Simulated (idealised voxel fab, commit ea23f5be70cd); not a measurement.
Herein follows the process module entitled voxel self aligned contacts.
Xsec cut, 155 nm wide, square cell size 5 nm.
Notation: cross-section as square-cell grid; stated in bands, top first, going down; one or more cell rows per band. Band: top and bottom heights (nm) first, top before bottom; then materials from left to right, widths in nm. "everywhere" marks a sole material filling the band edge to edge. "air" denotes empty space. Height is counted from the level 0, under which the received wafer is composed throughout of one material. The lowest of the bands is not closed at the bottom but continues downward, in the notation "0 nm and below". Graded width ("30..40"): value in top row of band = first number; value in bottom row = second number; row-to-row change constant. What does "identical to before" mean for a step? It means no cell of the cross-section changed in that step. Any empty space of 8 cells or more lacking an open way to the top shows up in "Closed internal voids" as width x height at distance, distance from the left edge, in nm. Formally, on a step line, whatever follows the settings is a remark that the simulator itself makes on the step. overlay nm: for a step with a mask, the amount by which the mask lay right of where it was planned; a negative amount means left of it.

### Here's what the planned process steps look like
step 1: op RECEIVE | material Si
step 2: op OXIDIZE | depth nm 5
step 3: op DIRECTIONAL_DEP | material polySi | thk nm 30
step 4: op DIRECTIONAL_DEP | material SiN | thk nm 15
step 5: op PATTERN | tone cover | mask id GATE | material resist | width nm 25 | pitch nm 50 | thk nm 15 | overlay nm 0
step 6: op DIRECTIONAL_ETCH | etch materials SiN | depth nm 15
step 7: op DIRECTIONAL_ETCH | etch materials polySi | depth nm 30
step 8: op STRIP | etch materials resist
step 9: op CONFORMAL_DEP | material SiN | thk nm 5
step 10: op DIRECTIONAL_ETCH | etch materials SiN | depth nm 5
step 11: op FILL_DEP | material SiO2 | thk nm 15
step 12: op CMP | height nm 50
step 13: op PATTERN | tone open | mask id CONTACT | material resist | width nm 35 | thk nm 20 | overlay nm 0
step 14: op DIRECTIONAL_ETCH | etch materials SiO2 | depth nm 55
step 15: op STRIP | etch materials resist
step 16: op CONFORMAL_DEP | material TiN | thk nm 5
step 17: op FILL_DEP | material Ru | thk nm 10
step 18: op CMP | height nm 50
step 19: op CONFORMAL_DEP | material SiCN | thk nm 5

### First wafer of two (run as planned)

### Wafer as received: cross-section following step 1
* 0 nm and below: Si everywhere
* Closed internal voids: none

### You're looking at a cross-section of the wafer after step 2
* 0 nm to -5 nm: SiO2 everywhere
* Rest of section, below -5: as before.

### You're looking at a cross-section of the wafer after step 3
* 30 nm to 0 nm: polySi everywhere
* Rest of section, below 0: as before.

### You're looking at a cross-section of the wafer after step 4
* 45 nm to 30 nm: SiN everywhere
* Rest of section, below 30: as before.

### You're looking at a cross-section of the wafer after step 5
* 60 nm to 45 nm: air 40  resist 25  air 25  resist 25  air 40
* Rest of section, below 45: as before.

### You're looking at a cross-section of the wafer after step 6
* 60 nm to 45 nm: air 40  resist 25  air 25  resist 25  air 40
* 45 nm to 30 nm: air 40  SiN 25  air 25  SiN 25  air 40
* Rest of section, below 30: as before.

### You're looking at a cross-section of the wafer after step 7
* 60 nm to 45 nm: air 40  resist 25  air 25  resist 25  air 40
* 45 nm to 30 nm: air 40  SiN 25  air 25  SiN 25  air 40
* 30 nm to 0 nm: air 40  polySi 25  air 25  polySi 25  air 40
* Rest of section, below 0: as before.

### You're looking at a cross-section of the wafer after step 8
* 45 nm to 30 nm: air 40  SiN 25  air 25  SiN 25  air 40
* Rest of section, below 30: as before.

### You're looking at a cross-section of the wafer after step 9
* 50 nm to 30 nm: air 35  SiN 35  air 15  SiN 35  air 35
* 30 nm to 5 nm: air 35  SiN 5  polySi 25  SiN 5  air 15  SiN 5  polySi 25  SiN 5  air 35
* 5 nm to 0 nm: SiN 40  polySi 25  SiN 25  polySi 25  SiN 40
* Rest of section, below 0: as before.

### You're looking at a cross-section of the wafer after step 10
* 45 nm to 30 nm: air 35  SiN 35  air 15  SiN 35  air 35
* 30 nm to 0 nm: air 35  SiN 5  polySi 25  SiN 5  air 15  SiN 5  polySi 25  SiN 5  air 35
* Rest of section, below 0: as before.

### You're looking at a cross-section of the wafer after step 11
* 60 nm to 45 nm: SiO2 everywhere
* 45 nm to 30 nm: SiO2 35  SiN 35  SiO2 15  SiN 35  SiO2 35
* 30 nm to 0 nm: SiO2 35  SiN 5  polySi 25  SiN 5  SiO2 15  SiN 5  polySi 25  SiN 5  SiO2 35
* Rest of section, below 0: as before.

### You're looking at a cross-section of the wafer after step 12
* 50 nm to 45 nm: SiO2 everywhere
* Rest of section, below 45: as before.

### You're looking at a cross-section of the wafer after step 13
* 70 nm to 50 nm: resist 60  air 35  resist 60
* Rest of section, below 50: as before.

### You're looking at a cross-section of the wafer after step 14
* 70 nm to 50 nm: resist 60  air 35  resist 60
* 50 nm to 45 nm: SiO2 60  air 35  SiO2 60
* 45 nm to 30 nm: SiO2 35  SiN 35  air 15  SiN 35  SiO2 35
* 30 nm to 0 nm: SiO2 35  SiN 5  polySi 25  SiN 5  air 15  SiN 5  polySi 25  SiN 5  SiO2 35
* 0 nm to -5 nm: SiO2 70  air 15  SiO2 70
* Rest of section, below -5: as before.

### You're looking at a cross-section of the wafer after step 15
* 50 nm to 45 nm: SiO2 60  air 35  SiO2 60
* Rest of section, below 45: as before.

### You're looking at a cross-section of the wafer after step 16
* 55 nm to 50 nm: TiN 65  air 25  TiN 65
* 50 nm to 45 nm: SiO2 60  TiN 15  air 5  TiN 15  SiO2 60
* 45 nm to 30 nm: SiO2 35  SiN 35  TiN 5  air 5  TiN 5  SiN 35  SiO2 35
* 30 nm to 0 nm: SiO2 35  SiN 5  polySi 25  SiN 5  TiN 5  air 5  TiN 5  SiN 5  polySi 25  SiN 5  SiO2 35
* 0 nm to -5 nm: SiO2 70  TiN 15  SiO2 70
* Rest of section, below -5: as before.

### You're looking at a cross-section of the wafer after step 17
* 65 nm to 55 nm: Ru everywhere
* 55 nm to 50 nm: TiN 65  Ru 25  TiN 65
* 50 nm to 45 nm: SiO2 60  TiN 15  Ru 5  TiN 15  SiO2 60
* 45 nm to 30 nm: SiO2 35  SiN 35  TiN 5  Ru 5  TiN 5  SiN 35  SiO2 35
* 30 nm to 0 nm: SiO2 35  SiN 5  polySi 25  SiN 5  TiN 5  Ru 5  TiN 5  SiN 5  polySi 25  SiN 5  SiO2 35
* Rest of section, below 0: as before.

### You're looking at a cross-section of the wafer after step 18
* 50 nm to 45 nm: SiO2 60  TiN 15  Ru 5  TiN 15  SiO2 60
* Rest of section, below 45: as before.

### You're looking at a cross-section of the wafer after step 19
* 55 nm to 50 nm: SiCN everywhere
* Rest of section, below 50: as before.

### Companion wafer, the second of two: same beginning, same intended sequence, one mistake in carrying it out; through step 2 inclusive it tracks the first exactly

### Second wafer, section view, time point: scheduled end of step 3
* 25 nm to 0 nm: polySi everywhere
* Rest of section, below 0: as before.

### Second wafer, section view, time point: scheduled end of step 4
* 40 nm to 25 nm: SiN everywhere
* Rest of section, below 25: as before.

### Second wafer, section view, time point: scheduled end of step 5
* 55 nm to 40 nm: air 40  resist 25  air 25  resist 25  air 40
* Rest of section, below 40: as before.

### Second wafer, section view, time point: scheduled end of step 6
* 55 nm to 40 nm: air 40  resist 25  air 25  resist 25  air 40
* 40 nm to 25 nm: air 40  SiN 25  air 25  SiN 25  air 40
* Rest of section, below 25: as before.

### Second wafer, section view, time point: scheduled end of step 7
* 55 nm to 40 nm: air 40  resist 25  air 25  resist 25  air 40
* 40 nm to 25 nm: air 40  SiN 25  air 25  SiN 25  air 40
* 25 nm to 0 nm: air 40  polySi 25  air 25  polySi 25  air 40
* Rest of section, below 0: as before.

### Second wafer, section view, time point: scheduled end of step 8
* 40 nm to 25 nm: air 40  SiN 25  air 25  SiN 25  air 40
* Rest of section, below 25: as before.

### Second wafer, section view, time point: scheduled end of step 9
* 45 nm to 25 nm: air 35  SiN 35  air 15  SiN 35  air 35
* 25 nm to 5 nm: air 35  SiN 5  polySi 25  SiN 5  air 15  SiN 5  polySi 25  SiN 5  air 35
* 5 nm to 0 nm: SiN 40  polySi 25  SiN 25  polySi 25  SiN 40
* Rest of section, below 0: as before.

### Second wafer, section view, time point: scheduled end of step 10
* 40 nm to 25 nm: air 35  SiN 35  air 15  SiN 35  air 35
* 25 nm to 0 nm: air 35  SiN 5  polySi 25  SiN 5  air 15  SiN 5  polySi 25  SiN 5  air 35
* Rest of section, below 0: as before.

### Second wafer, section view, time point: scheduled end of step 11
* 55 nm to 40 nm: SiO2 everywhere
* 40 nm to 25 nm: SiO2 35  SiN 35  SiO2 15  SiN 35  SiO2 35
* 25 nm to 0 nm: SiO2 35  SiN 5  polySi 25  SiN 5  SiO2 15  SiN 5  polySi 25  SiN 5  SiO2 35
* Rest of section, below 0: as before.

### Second wafer, section view, time point: scheduled end of step 12
* 50 nm to 40 nm: SiO2 everywhere
* Rest of section, below 40: as before.

### Second wafer, section view, time point: scheduled end of step 13
* 70 nm to 50 nm: resist 60  air 35  resist 60
* Rest of section, below 50: as before.

### Second wafer, section view, time point: scheduled end of step 14
* 70 nm to 50 nm: resist 60  air 35  resist 60
* 50 nm to 40 nm: SiO2 60  air 35  SiO2 60
* 40 nm to 25 nm: SiO2 35  SiN 35  air 15  SiN 35  SiO2 35
* 25 nm to 0 nm: SiO2 35  SiN 5  polySi 25  SiN 5  air 15  SiN 5  polySi 25  SiN 5  SiO2 35
* 0 nm to -5 nm: SiO2 70  air 15  SiO2 70
* Rest of section, below -5: as before.

### Second wafer, section view, time point: scheduled end of step 15
* 50 nm to 40 nm: SiO2 60  air 35  SiO2 60
* Rest of section, below 40: as before.

### Second wafer, section view, time point: scheduled end of step 16
* 55 nm to 50 nm: TiN 65  air 25  TiN 65
* 50 nm to 40 nm: SiO2 60  TiN 5..15  air 25..5  TiN 5..15  SiO2 60
* 40 nm to 25 nm: SiO2 35  SiN 35  TiN 5  air 5  TiN 5  SiN 35  SiO2 35
* 25 nm to 0 nm: SiO2 35  SiN 5  polySi 25  SiN 5  TiN 5  air 5  TiN 5  SiN 5  polySi 25  SiN 5  SiO2 35
* 0 nm to -5 nm: SiO2 70  TiN 15  SiO2 70
* Rest of section, below -5: as before.

### Second wafer, section view, time point: scheduled end of step 17
* 65 nm to 55 nm: Ru everywhere
* 55 nm to 50 nm: TiN 65  Ru 25  TiN 65
* 50 nm to 40 nm: SiO2 60  TiN 5..15  Ru 25..5  TiN 5..15  SiO2 60
* 40 nm to 25 nm: SiO2 35  SiN 35  TiN 5  Ru 5  TiN 5  SiN 35  SiO2 35
* 25 nm to 0 nm: SiO2 35  SiN 5  polySi 25  SiN 5  TiN 5  Ru 5  TiN 5  SiN 5  polySi 25  SiN 5  SiO2 35
* Rest of section, below 0: as before.

### Second wafer, section view, time point: scheduled end of step 18
* 50 nm to 40 nm: SiO2 60  TiN 5..15  Ru 25..5  TiN 5..15  SiO2 60
* Rest of section, below 40: as before.

### Second wafer, section view, time point: scheduled end of step 19
* 55 nm to 50 nm: SiCN everywhere
* Rest of section, below 50: as before.
Diagnosis: rather than as planned, step 3 actually ran as op DIRECTIONAL_DEP | material polySi | thk nm 25
The final cell counts differ between the wafers, with the second having more or fewer of some materials than the first: Ru +4, SiN -4, SiO2 +10, polySi -10
